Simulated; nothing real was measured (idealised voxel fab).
The name of this process module is voxel tone inversion.
The cross-section shown here is cut; it is 265 nm wide and divided into square cells measuring 5 nm on a side.
Reading order for cross-sections: top band down to bottom band. Underlying form: a grid of square cells. Band size: one or more rows of cells.
What a band's entry tells you: where the top is and where the bottom is, as heights in nm, and after that what lies inside, material by material from left to right, each with its width in nm. Empty space is written as the word "air", and a single material marked with the word "throughout" occupies the band from edge to edge.
Basically, 0 is our baseline, since under it the wafer straight out of the box is all one material. The bottom band has no lower end and keeps on going down, so it looks like "z 0 and below".
The width entry "30..40" should be interpreted row by row: the top row of cells in the band takes the first number, the bottom row takes the second number, and the change between adjacent rows is uniform throughout.
"nothing got changed" -> step changed no cross-section cell.
Voids not open to the top, 8 cells minimum: see "Closed void list". Written width x height at distance; distance is from the left edge; nm.
On a step's line, text after the settings is the simulator commenting on that step.
A step line may carry the setting "overlay nm", which, for steps involving a mask, states the distance by which the mask lay to the right of its intended position; negative values denote displacement to the left.
PLAN
| 1 | RECEIVE, material Si |
| 2 | CONFORMAL_DEP, material SiCN, thk nm 5 |
| 3 | DIRECTIONAL_DEP, material aC, thk nm 20 |
| 4 | PATTERN, tone cover, mask id POSTS, material resist, width nm 20, pitch nm 45, thk nm 25, overlay nm 0 |
| 5 | DIRECTIONAL_ETCH, etch materials aC, depth nm 20 |
| 6 | STRIP, etch materials resist |
| 7 | FILL_DEP, material lowk, thk nm 5 |
| 8 | CMP, height nm 25 |
| 9 | STRIP, etch materials aC |
| 10 | CONFORMAL_DEP, material TiN, thk nm 5 |
| 11 | FILL_DEP, material Ru, thk nm 5 |
| 12 | CMP, height nm 25 |
| 13 | CONFORMAL_DEP, material SiCN, thk nm 5 |
RUN AS PLANNED: FIRST OF TWO WAFERS
AS RECEIVED (POST STEP 1): CROSS-SECTION
    z 0 and below = Si throughout
    Closed void list: none
HOW THE WAFER STANDS IN SECTION AFTER STEP 2
    z 5 to 0 = SiCN throughout
    Everything under 0 stays put, no change at all.
HOW THE WAFER STANDS IN SECTION AFTER STEP 3
    z 25 to 5 = aC throughout
    Everything under 5 stays put, no change at all.
HOW THE WAFER STANDS IN SECTION AFTER STEP 4
    z 50 to 25 = 75 air; 20 resist; 25 air; 20 resist; 25 air; 20 resist; 80 air
    Everything under 25 stays put, no change at all.
HOW THE WAFER STANDS IN SECTION AFTER STEP 5
    z 30 to 25 = 75 air; 20 resist; 25 air; 20 resist; 25 air; 20 resist; 80 air
    z 25 to 5 = 75 air; 20 aC; 25 air; 20 aC; 25 air; 20 aC; 80 air
    Everything under 5 stays put, no change at all.
HOW THE WAFER STANDS IN SECTION AFTER STEP 6
    z 25 to 5 = 75 air; 20 aC; 25 air; 20 aC; 25 air; 20 aC; 80 air
    Everything under 5 stays put, no change at all.
HOW THE WAFER STANDS IN SECTION AFTER STEP 7
    z 30 to 25 = lowk throughout
    z 25 to 5 = 75 lowk; 20 aC; 25 lowk; 20 aC; 25 lowk; 20 aC; 80 lowk
    Everything under 5 stays put, no change at all.
HOW THE WAFER STANDS IN SECTION AFTER STEP 8
    z 25 to 5 = 75 lowk; 20 aC; 25 lowk; 20 aC; 25 lowk; 20 aC; 80 lowk
    Everything under 5 stays put, no change at all.
HOW THE WAFER STANDS IN SECTION AFTER STEP 9
    z 25 to 5 = 75 lowk; 20 air; 25 lowk; 20 air; 25 lowk; 20 air; 80 lowk
    Everything under 5 stays put, no change at all.
HOW THE WAFER STANDS IN SECTION AFTER STEP 10
    z 30 to 25 = 80 TiN; 10 air; 35 TiN; 10 air; 35 TiN; 10 air; 85 TiN
    z 25 to 10 = 75 lowk; 5 TiN; 10 air; 5 TiN; 25 lowk; 5 TiN; 10 air; 5 TiN; 25 lowk; 5 TiN; 10 air; 5 TiN; 80 lowk
    z 10 to 5 = 75 lowk; 20 TiN; 25 lowk; 20 TiN; 25 lowk; 20 TiN; 80 lowk
    Everything under 5 stays put, no change at all.
HOW THE WAFER STANDS IN SECTION AFTER STEP 11
    z 35 to 30 = Ru throughout
    z 30 to 25 = 80 TiN; 10 Ru; 35 TiN; 10 Ru; 35 TiN; 10 Ru; 85 TiN
    z 25 to 10 = 75 lowk; 5 TiN; 10 Ru; 5 TiN; 25 lowk; 5 TiN; 10 Ru; 5 TiN; 25 lowk; 5 TiN; 10 Ru; 5 TiN; 80 lowk
    Everything under 10 stays put, no change at all.
HOW THE WAFER STANDS IN SECTION AFTER STEP 12
    z 25 to 10 = 75 lowk; 5 TiN; 10 Ru; 5 TiN; 25 lowk; 5 TiN; 10 Ru; 5 TiN; 25 lowk; 5 TiN; 10 Ru; 5 TiN; 80 lowk
    Everything under 10 stays put, no change at all.
HOW THE WAFER STANDS IN SECTION AFTER STEP 13
    z 30 to 25 = SiCN throughout
    Everything under 25 stays put, no change at all.
THE SECOND WAFER: COMMON ORIGIN AND PLAN, ONE MISTAKE IN EXECUTION, IDENTICAL TO THE FIRST THROUGH STEP 1
Second wafer at the planned finish of step 2, seen in cross-section: nothing got changed
SECOND WAFER AT THE PLANNED FINISH OF STEP 3, SEEN IN CROSS-SECTION
    z 20 to 0 = aC throughout
    Everything under 0 stays put, no change at all.
SECOND WAFER AT THE PLANNED FINISH OF STEP 4, SEEN IN CROSS-SECTION
    z 45 to 20 = 75 air; 20 resist; 25 air; 20 resist; 25 air; 20 resist; 80 air
    Everything under 20 stays put, no change at all.
SECOND WAFER AT THE PLANNED FINISH OF STEP 5, SEEN IN CROSS-SECTION
    z 25 to 20 = 75 air; 20 resist; 25 air; 20 resist; 25 air; 20 resist; 80 air
    z 20 to 0 = 75 air; 20 aC; 25 air; 20 aC; 25 air; 20 aC; 80 air
    Everything under 0 stays put, no change at all.
SECOND WAFER AT THE PLANNED FINISH OF STEP 6, SEEN IN CROSS-SECTION
    z 20 to 0 = 75 air; 20 aC; 25 air; 20 aC; 25 air; 20 aC; 80 air
    Everything under 0 stays put, no change at all.
SECOND WAFER AT THE PLANNED FINISH OF STEP 7, SEEN IN CROSS-SECTION
    z 25 to 20 = lowk throughout
    z 20 to 0 = 75 lowk; 20 aC; 25 lowk; 20 aC; 25 lowk; 20 aC; 80 lowk
    Everything under 0 stays put, no change at all.
Second wafer at the planned finish of step 8, seen in cross-section: nothing got changed
Second wafer at the planned finish of step 9, seen in cross-section: nothing got changed
SECOND WAFER AT THE PLANNED FINISH OF STEP 10, SEEN IN CROSS-SECTION
    z 30 to 25 = TiN throughout
    Everything under 25 stays put, no change at all.
SECOND WAFER AT THE PLANNED FINISH OF STEP 11, SEEN IN CROSS-SECTION
    z 35 to 30 = Ru throughout
    Everything under 30 stays put, no change at all.
SECOND WAFER AT THE PLANNED FINISH OF STEP 12, SEEN IN CROSS-SECTION
    z 25 to 20 = lowk throughout
    Everything under 20 stays put, no change at all.
SECOND WAFER AT THE PLANNED FINISH OF STEP 13, SEEN IN CROSS-SECTION
    z 30 to 25 = SiCN throughout
    Everything under 25 stays put, no change at all.
What was done differently from what was planned? not run: step 2 of the plan (skipped)
Final comparison by cell count, materials where the second wafer has more or fewer than the first: Ru -18 | SiCN -53 | TiN -30 | aC +48 | lowk +53
